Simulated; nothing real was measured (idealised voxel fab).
Module name: voxel ribs on slabs (process module)
The figure presents cross-section cut, which has a width of 175 nm and is divided into square cells with an edge length of 5 nm.
Cross-section layout: square cells on a grid; listed as bands, top to bottom; a band spans one or more cell rows. Within each band entry, the heights of the top and of the bottom of the band appear first, in that order and in nm; the materials of the band then follow from left to right, each with its corresponding width in nm. The designation "edge to edge" on a single material indicates that it fills the band from edge to edge; the designation "blank" indicates empty space. Heights are measured from 0, the level below which the as-received wafer is all one material; the lowest band has no bottom and continues downward, written as in "top 0, no bottom". Width "30 to 40": first value at the band's top row of cells, second value at its bottom row, equal change from row to row. "changes: none" -> step changed no cross-section cell. You'll see "Enclosed internal voids" listing empty spaces that have no way open to the top, as long as they're 8 cells or more; the notation is width x height at distance, where the distance is from the left edge, and all of it is in nm. Step line, after settings: the simulator's comment on this step. Regarding "overlay nm": on a step with a mask, it is the distance the mask lay to the right of its planned place; a negative value places it to the left.
plan:
1 RECEIVE [material Si]
2 DIRECTIONAL_DEP [material SiO2] [thk nm 30]
3 DIRECTIONAL_DEP [material SiN] [thk nm 20]
4 PATTERN [tone cover] [mask id RIB] [material resist] [width nm 20] [thk nm 20] [overlay nm 0]
5 DIRECTIONAL_ETCH [etch materials SiN] [depth nm 15]
6 STRIP [etch materials resist]
7 PATTERN [tone cover] [mask id SLAB] [material resist] [width nm 60] [thk nm 20] [overlay nm 0]
8 DIRECTIONAL_ETCH [etch materials SiN] [depth nm 5]
9 STRIP [etch materials resist]
10 FILL_DEP [material SiO2] [thk nm 15]
11 CMP [height nm 60]
12 DIRECTIONAL_DEP [material TiN] [thk nm 10]
13 DIRECTIONAL_DEP [material aC] [thk nm 10]
14 PATTERN [tone cover] [mask id HEATER] [material resist] [width nm 30] [thk nm 25] [overlay nm 0]
15 DIRECTIONAL_ETCH [etch materials aC] [depth nm 10]
16 STRIP [etch materials resist]
17 DIRECTIONAL_ETCH [etch materials TiN] [depth nm 10]
18 STRIP [etch materials aC]
19 CONFORMAL_DEP [material SiN] [thk nm 5]
Cross-section of the wafer upon arrival, representing the state reached after step 1:
top 0, no bottom: Si edge to edge
Enclosed internal voids: none
a wafer at the end: this start, this plan, one mistake:
top 70, bottom 60: blank (70) / TiN (30) / blank (75)
top 60, bottom 50: SiO2 edge to edge
top 50, bottom 35: SiO2 (75) / SiN (20) / SiO2 (80)
top 35, bottom 30: SiO2 (55) / SiN (60) / SiO2 (60)
top 30, bottom 0: SiO2 edge to edge
top 0, no bottom: Si edge to edge
Enclosed internal voids: none
what went wrong: step 19 was dropped from the plan's execution and never run
